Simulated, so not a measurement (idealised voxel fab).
process module | voxel wiring stack
cross-section cut | 210 nm wide | cells 5 nm
A cross-section is a grid of square cells, given in bands from the top down. A band is one or more rows of cells.
Each band's line starts with the height of the band's top and of its bottom, in nm. Then come its materials from left to right, each with its width in nm. One material with "throughout" fills the band from edge to edge. "air" is empty space.
Height 0 is the level under which the wafer as received is all one material. The lowest band goes on downwards, as in "0 down".
A width such as "30 to 40" changes by the same amount from each row of cells to the next, from the band's top row to its bottom row.
"no change" after a step means that no cell of the cross-section changed.
closed voids: empty space of 8 cells or more with no open way to the top, each as width x height at its distance from the left edge, in nm
after a step's settings: what the simulator itself notes on the step
overlay nm, on a step with a mask: how far to the right of its planned place the mask lay; to the left if negative
plan
1 op RECEIVE | material Si
2 op CONFORMAL_DEP | material SiO2 | thk nm 15
3 op DIRECTIONAL_DEP | material TiN | thk nm 5
4 op DIRECTIONAL_DEP | material Ru | thk nm 20
5 op MASKED_ETCH | tone cover | mask id METAL_1 | width nm 30 | pitch nm 60 | etch materials Ru | depth nm 20 | overlay nm 0
6 op MASKED_ETCH | tone cover | mask id METAL_1 | width nm 30 | pitch nm 60 | etch materials TiN | depth nm 5 | overlay nm 0
7 op CONFORMAL_DEP | material SiCN | thk nm 5
8 op FILL_DEP | material SiO2 | thk nm 5
9 op CMP | height nm 40
10 op CONFORMAL_DEP | material SiCN | thk nm 5
11 op DIRECTIONAL_DEP | material SiO2 | thk nm 10
12 op MASKED_ETCH | tone open | mask id PLUG_1 | width nm 15 | etch materials SiO2 | depth nm 10 | overlay nm 0
13 op MASKED_ETCH | tone open | mask id PLUG_1 | width nm 15 | etch materials SiCN | depth nm 5 | overlay nm 0
14 op EPI | material Ru | thk nm 10
15 op EPI | material Ru | thk nm 5
16 op CONFORMAL_DEP | material SiN | thk nm 5
17 op DIRECTIONAL_DEP | material lowk | thk nm 20
18 op MASKED_ETCH | tone open | mask id METAL_2 | width nm 30 | pitch nm 60 | etch materials lowk | depth nm 20 | overlay nm 0
19 op MASKED_ETCH | tone open | mask id METAL_2 | width nm 30 | pitch nm 60 | etch materials SiN | depth nm 5 | overlay nm 0
20 op CONFORMAL_DEP | material TiN | thk nm 5
21 op FILL_DEP | material Cu | thk nm 10
22 op CMP | height nm 80
23 op EPI | material Ru | thk nm 5
24 op FILL_DEP | material SiCN | thk nm 5
first wafer, as planned
as received, after step 1
  0 down: Si throughout
  closed voids: none
after step 2
  15 to 0: SiO2 throughout
  below 0: unchanged
after step 3
  20 to 15: TiN throughout
  below 15: unchanged
after step 4
  40 to 20: Ru throughout
  below 20: unchanged
after step 5
  40 to 20: air 60 | Ru 30 | air 30 | Ru 30 | air 60
  below 20: unchanged
after step 6
  40 to 20: air 60 | Ru 30 | air 30 | Ru 30 | air 60
  20 to 15: air 60 | TiN 30 | air 30 | TiN 30 | air 60
  below 15: unchanged
after step 7
  45 to 40: air 55 | SiCN 40 | air 20 | SiCN 40 | air 55
  40 to 20: air 55 | SiCN 5 | Ru 30 | SiCN 5 | air 20 | SiCN 5 | Ru 30 | SiCN 5 | air 55
  20 to 15: SiCN 60 | TiN 30 | SiCN 30 | TiN 30 | SiCN 60
  below 15: unchanged
after step 8
  50 to 45: SiO2 throughout
  45 to 40: SiO2 55 | SiCN 40 | SiO2 20 | SiCN 40 | SiO2 55
  40 to 20: SiO2 55 | SiCN 5 | Ru 30 | SiCN 5 | SiO2 20 | SiCN 5 | Ru 30 | SiCN 5 | SiO2 55
  below 20: unchanged
after step 9
  40 to 20: SiO2 55 | SiCN 5 | Ru 30 | SiCN 5 | SiO2 20 | SiCN 5 | Ru 30 | SiCN 5 | SiO2 55
  below 20: unchanged
after step 10
  45 to 40: SiCN throughout
  below 40: unchanged
after step 11
  55 to 45: SiO2 throughout
  below 45: unchanged
after step 12
  55 to 45: SiO2 60 | air 15 | SiO2 135
  below 45: unchanged
after step 13
  55 to 45: SiO2 60 | air 15 | SiO2 135
  45 to 40: SiCN 60 | air 15 | SiCN 135
  below 40: unchanged
after step 14
  55 to 50: SiO2 60 | air 15 | SiO2 135
  50 to 45: SiO2 60 | Ru 15 | SiO2 135
  45 to 40: SiCN 60 | Ru 15 | SiCN 135
  below 40: unchanged
after step 15
  55 to 45: SiO2 60 | Ru 15 | SiO2 135
  below 45: unchanged
after step 16
  60 to 55: SiN throughout
  below 55: unchanged
after step 17
  80 to 60: lowk throughout
  below 60: unchanged
after step 18
  80 to 60: lowk 60 | air 30 | lowk 30 | air 30 | lowk 60
  below 60: unchanged
after step 19
  80 to 60: lowk 60 | air 30 | lowk 30 | air 30 | lowk 60
  60 to 55: SiN 60 | air 30 | SiN 30 | air 30 | SiN 60
  below 55: unchanged
after step 20
  85 to 80: TiN 65 | air 20 | TiN 40 | air 20 | TiN 65
  80 to 60: lowk 60 | TiN 5 | air 20 | TiN 5 | lowk 30 | TiN 5 | air 20 | TiN 5 | lowk 60
  60 to 55: SiN 60 | TiN 30 | SiN 30 | TiN 30 | SiN 60
  below 55: unchanged
after step 21
  95 to 85: Cu throughout
  85 to 80: TiN 65 | Cu 20 | TiN 40 | Cu 20 | TiN 65
  80 to 60: lowk 60 | TiN 5 | Cu 20 | TiN 5 | lowk 30 | TiN 5 | Cu 20 | TiN 5 | lowk 60
  below 60: unchanged
after step 22
  80 to 60: lowk 60 | TiN 5 | Cu 20 | TiN 5 | lowk 30 | TiN 5 | Cu 20 | TiN 5 | lowk 60
  below 60: unchanged
after step 23
  85 to 80: air 55 | Ru 40 | air 20 | Ru 40 | air 55
  below 80: unchanged
after step 24
  90 to 85: SiCN throughout
  85 to 80: SiCN 55 | Ru 40 | SiCN 20 | Ru 40 | SiCN 55
  below 80: unchanged
second wafer: like start, like plan, one mistake. Through step 8 it matches the first wafer
when step 9 should have ended
  30 to 20: SiO2 55 | SiCN 5 | Ru 30 | SiCN 5 | SiO2 20 | SiCN 5 | Ru 30 | SiCN 5 | SiO2 55
  below 20: unchanged
when step 10 should have ended
  35 to 30: SiCN throughout
  below 30: unchanged
when step 11 should have ended
  45 to 35: SiO2 throughout
  below 35: unchanged
when step 12 should have ended
  45 to 35: SiO2 60 | air 15 | SiO2 135
  below 35: unchanged
when step 13 should have ended
  45 to 35: SiO2 60 | air 15 | SiO2 135
  35 to 30: SiCN 60 | air 15 | SiCN 135
  below 30: unchanged
when step 14 should have ended
  45 to 40: SiO2 60 | air 15 | SiO2 135
  40 to 35: SiO2 60 | Ru 15 | SiO2 135
  35 to 30: SiCN 60 | Ru 15 | SiCN 135
  below 30: unchanged
when step 15 should have ended
  45 to 35: SiO2 60 | Ru 15 | SiO2 135
  below 35: unchanged
when step 16 should have ended
  50 to 45: SiN throughout
  below 45: unchanged
when step 17 should have ended
  70 to 50: lowk throughout
  below 50: unchanged
when step 18 should have ended
  70 to 50: lowk 60 | air 30 | lowk 30 | air 30 | lowk 60
  below 50: unchanged
when step 19 should have ended
  70 to 50: lowk 60 | air 30 | lowk 30 | air 30 | lowk 60
  50 to 45: SiN 60 | air 30 | SiN 30 | air 30 | SiN 60
  below 45: unchanged
when step 20 should have ended
  75 to 70: TiN 65 | air 20 | TiN 40 | air 20 | TiN 65
  70 to 50: lowk 60 | TiN 5 | air 20 | TiN 5 | lowk 30 | TiN 5 | air 20 | TiN 5 | lowk 60
  50 to 45: SiN 60 | TiN 30 | SiN 30 | TiN 30 | SiN 60
  below 45: unchanged
when step 21 should have ended
  85 to 75: Cu throughout
  75 to 70: TiN 65 | Cu 20 | TiN 40 | Cu 20 | TiN 65
  70 to 50: lowk 60 | TiN 5 | Cu 20 | TiN 5 | lowk 30 | TiN 5 | Cu 20 | TiN 5 | lowk 60
  below 50: unchanged
when step 22 should have ended
  80 to 75: Cu throughout
  below 75: unchanged
when step 23 should have ended
  85 to 80: Ru throughout
  below 80: unchanged
when step 24 should have ended
  90 to 85: SiCN throughout
  below 85: unchanged
what went wrong: step 9 ran as: op CMP | height nm 30
at the end the second wafer has, in cells: 50 more of Cu | 2 more of Ru | 34 fewer of SiCN | 52 fewer of SiO2 | 34 more of TiN
